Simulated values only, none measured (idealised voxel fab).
Process module heading - voxel wiring stack
Shown is cross-section cut, with a width of 265 nm and square cells of size 5 nm.
Throughout this document, each cross-section is represented as a grid of square cells and is presented as a sequence of bands enumerated from the top downward, where a band comprises one or more rows of cells. Quick guide to a band line: top height, bottom height (nm) up front; then every material left to right with its width in nm. Only one material and it's marked "all across"? Then it fills the band edge to edge. And "blank" just means empty space. We count height from 0. Below that, the starting wafer is all one material. The lowest band never ends at the bottom but goes on down; see "from 0 down" for how that is written. Read "30->40" as a graded width: first number on top, second number at the bottom, same change between each pair of neighbouring rows. For the purposes of this document, the phrase "left unchanged" attached to a step denotes that no cell within the cross-section was modified by that step. The entry titled "Enclosed voids" provides the empty spaces that have no open way to the top, restricted to those of 8 cells or more. Each is presented as width x height at distance, the distance being measured from the left edge, with all three in nm. Heads up: the bit after the settings on a step's line is the simulator's remark on that step. Among the settings permitted on a step's line is "overlay nm"; applied to a step with a mask, it specifies the extent to which the mask lay to the right of its planned position, whereas a negative figure signifies a position to the left.

[Set out below are the planned steps of the process]
1 RECEIVE [material Si]
2 CONFORMAL_DEP [material SiO2] [thk nm 15]
3 CONFORMAL_DEP [material SiN] [thk nm 5]
4 DIRECTIONAL_DEP [material lowk] [thk nm 15]
5 PATTERN [tone open] [mask id METAL_1] [material resist] [width nm 25] [pitch nm 45] [thk nm 15] [overlay nm 0]
6 DIRECTIONAL_ETCH [etch materials lowk] [depth nm 15]
7 DIRECTIONAL_ETCH [etch materials SiN] [depth nm 5]
8 STRIP [etch materials resist]
9 CONFORMAL_DEP [material TiN] [thk nm 5]
10 FILL_DEP [material Cu] [thk nm 5]
11 CMP [height nm 35]
12 EPI [material Ru] [thk nm 5]
13 FILL_DEP [material SiCN] [thk nm 5]
14 DIRECTIONAL_DEP [material SiO2] [thk nm 10]
15 MASKED_ETCH [tone open] [mask id PLUG_1] [width nm 15] [pitch nm 90] [etch materials SiO2] [depth nm 10] [overlay nm 0]
16 MASKED_ETCH [tone open] [mask id PLUG_1] [width nm 15] [pitch nm 90] [etch materials SiCN] [depth nm 5] [overlay nm 0]
17 EPI [material Ru] [thk nm 10]
18 EPI [material Ru] [thk nm 5]
19 CONFORMAL_DEP [material SiN] [thk nm 5]
20 DIRECTIONAL_DEP [material SiO2] [thk nm 20]
21 MASKED_ETCH [tone open] [mask id METAL_2] [width nm 25] [pitch nm 45] [etch materials SiO2] [depth nm 20] [overlay nm 0]
22 MASKED_ETCH [tone open] [mask id METAL_2] [width nm 25] [pitch nm 45] [etch materials SiN] [depth nm 5] [overlay nm 0]
23 CONFORMAL_DEP [material TiN] [thk nm 5]
24 FILL_DEP [material Cu] [thk nm 10]
25 CMP [height nm 80]
26 CONFORMAL_DEP [material SiCN] [thk nm 5]
27 DIRECTIONAL_DEP [material SiO2] [thk nm 25]
28 DIRECTIONAL_DEP [material aC] [thk nm 10]
29 PATTERN [tone open] [mask id METAL_3] [material resist] [width nm 25] [pitch nm 45] [thk nm 30] [overlay nm 0]
30 DIRECTIONAL_ETCH [etch materials aC] [depth nm 10]
31 STRIP [etch materials resist]
32 DIRECTIONAL_ETCH [etch materials SiO2] [depth nm 15]
33 STRIP [etch materials aC]
34 DIRECTIONAL_DEP [material aC] [thk nm 10]
35 PATTERN [tone open] [mask id METAL_3_HOLES] [material resist] [width nm 15] [pitch nm 45] [thk nm 30] [overlay nm 0]
36 DIRECTIONAL_ETCH [etch materials aC] [depth nm 10]
37 STRIP [etch materials resist]
38 DIRECTIONAL_ETCH [etch materials SiO2] [depth nm 10]
39 DIRECTIONAL_ETCH [etch materials SiCN] [depth nm 5]
40 STRIP [etch materials aC]
41 CONFORMAL_DEP [material TiN] [thk nm 5]
42 FILL_DEP [material Cu] [thk nm 10]
43 CMP [height nm 110]
44 CONFORMAL_DEP [material SiCN] [thk nm 5]
45 DIRECTIONAL_DEP [material SiO2] [thk nm 30]
46 DIRECTIONAL_DEP [material aC] [thk nm 10]
47 PATTERN [tone open] [mask id METAL_4_HOLES] [material resist] [width nm 15] [pitch nm 90] [thk nm 25] [overlay nm 0]
48 DIRECTIONAL_ETCH [etch materials aC] [depth nm 10]
49 STRIP [etch materials resist]
50 DIRECTIONAL_ETCH [etch materials SiO2] [depth nm 30]
51 STRIP [etch materials aC]
52 MASKED_ETCH [tone open] [mask id METAL_4] [width nm 25] [pitch nm 45] [etch materials SiO2] [depth nm 20] [overlay nm 0]
53 MASKED_ETCH [tone open] [mask id METAL_4] [width nm 25] [pitch nm 45] [etch materials SiCN] [depth nm 5] [overlay nm 0]
54 CONFORMAL_DEP [material TiN] [thk nm 5]
55 FILL_DEP [material Ru] [thk nm 10]
56 CMP [height nm 145]
57 CONFORMAL_DEP [material SiCN] [thk nm 5]

[The cross-section here shows the wafer as received, i.e. in its state after step 1]
from 0 down: Si all across
Enclosed voids: none

[Below is the wafer in cross-section after the module was completed. It began from the starting point shown above and followed the plan shown above, except that one mistake was made while running it]
from 150 to 145: SiCN all across
from 145 to 130: 50 nm SiO2, then 5 nm TiN, then 15 nm Ru, then 5 nm TiN, then 20 nm SiO2, then 5 nm TiN, then 15 nm Ru, then 5 nm TiN, then 20 nm SiO2, then 5 nm TiN, then 15 nm Ru, then 5 nm TiN, then 20 nm SiO2, then 5 nm TiN, then 15 nm Ru, then 5 nm TiN, then 55 nm SiO2
from 130 to 125: 50 nm SiO2, then 5 nm TiN, then 5 nm Ru, then 15 nm TiN, then 20 nm SiO2, then 25 nm TiN, then 20 nm SiO2, then 5 nm TiN, then 5 nm Ru, then 15 nm TiN, then 20 nm SiO2, then 25 nm TiN, then 55 nm SiO2
from 125 to 115: 50 nm SiO2, then 5 nm TiN, then 5 nm Ru, then 5 nm TiN, then 75 nm SiO2, then 5 nm TiN, then 5 nm Ru, then 5 nm TiN, then 110 nm SiO2
from 115 to 110: 50 nm SiCN, then 15 nm TiN, then 75 nm SiCN, then 15 nm TiN, then 110 nm SiCN
from 110 to 105: Cu all across
from 105 to 100: 55 nm TiN, then 15 nm Cu, then 30 nm TiN, then 15 nm Cu, then 30 nm TiN, then 15 nm Cu, then 30 nm TiN, then 15 nm Cu, then 60 nm TiN
from 100 to 95: 50 nm SiO2, then 25 nm TiN, then 20 nm SiO2, then 25 nm TiN, then 20 nm SiO2, then 25 nm TiN, then 20 nm SiO2, then 25 nm TiN, then 55 nm SiO2
from 95 to 85: 65 nm SiO2, then 10 nm TiN, then 35 nm SiO2, then 10 nm TiN, then 35 nm SiO2, then 10 nm TiN, then 35 nm SiO2, then 10 nm TiN, then 55 nm SiO2
from 85 to 80: 65 nm SiCN, then 10 nm TiN, then 35 nm SiCN, then 10 nm TiN, then 35 nm SiCN, then 10 nm TiN, then 35 nm SiCN, then 10 nm TiN, then 55 nm SiCN
from 80 to 60: 50 nm SiO2, then 5 nm TiN, then 15 nm Cu, then 5 nm TiN, then 20 nm SiO2, then 5 nm TiN, then 15 nm Cu, then 5 nm TiN, then 20 nm SiO2, then 5 nm TiN, then 15 nm Cu, then 5 nm TiN, then 20 nm SiO2, then 5 nm TiN, then 15 nm Cu, then 5 nm TiN, then 55 nm SiO2
from 60 to 55: 50 nm SiN, then 25 nm TiN, then 20 nm SiN, then 25 nm TiN, then 20 nm SiN, then 25 nm TiN, then 20 nm SiN, then 25 nm TiN, then 55 nm SiN
from 55 to 45: 50 nm SiO2, then 15 nm Ru, then 75 nm SiO2, then 15 nm Ru, then 110 nm SiO2
from 45 to 40: 50 nm SiCN, then 15 nm Ru, then 75 nm SiCN, then 15 nm Ru, then 110 nm SiCN
from 40 to 35: 45 nm SiCN, then 35 nm Ru, then 10 nm SiCN, then 35 nm Ru, then 10 nm SiCN, then 35 nm Ru, then 10 nm SiCN, then 35 nm Ru, then 50 nm SiCN
from 35 to 20: 50 nm lowk, then 5 nm TiN, then 15 nm Cu, then 5 nm TiN, then 20 nm lowk, then 5 nm TiN, then 15 nm Cu, then 5 nm TiN, then 20 nm lowk, then 5 nm TiN, then 15 nm Cu, then 5 nm TiN, then 20 nm lowk, then 5 nm TiN, then 15 nm Cu, then 5 nm TiN, then 55 nm lowk
from 20 to 15: 50 nm SiN, then 25 nm TiN, then 20 nm SiN, then 25 nm TiN, then 20 nm SiN, then 25 nm TiN, then 20 nm SiN, then 25 nm TiN, then 55 nm SiN
from 15 to 0: SiO2 all across
from 0 down: Si all across
Enclosed voids: none
What was done differently from what was planned? so step 35 ended up running with a different setting than we planned, it ran as PATTERN [tone cover] [mask id METAL_3_HOLES] [material resist] [width nm 15] [pitch nm 45] [thk nm 30] [overlay nm 0]
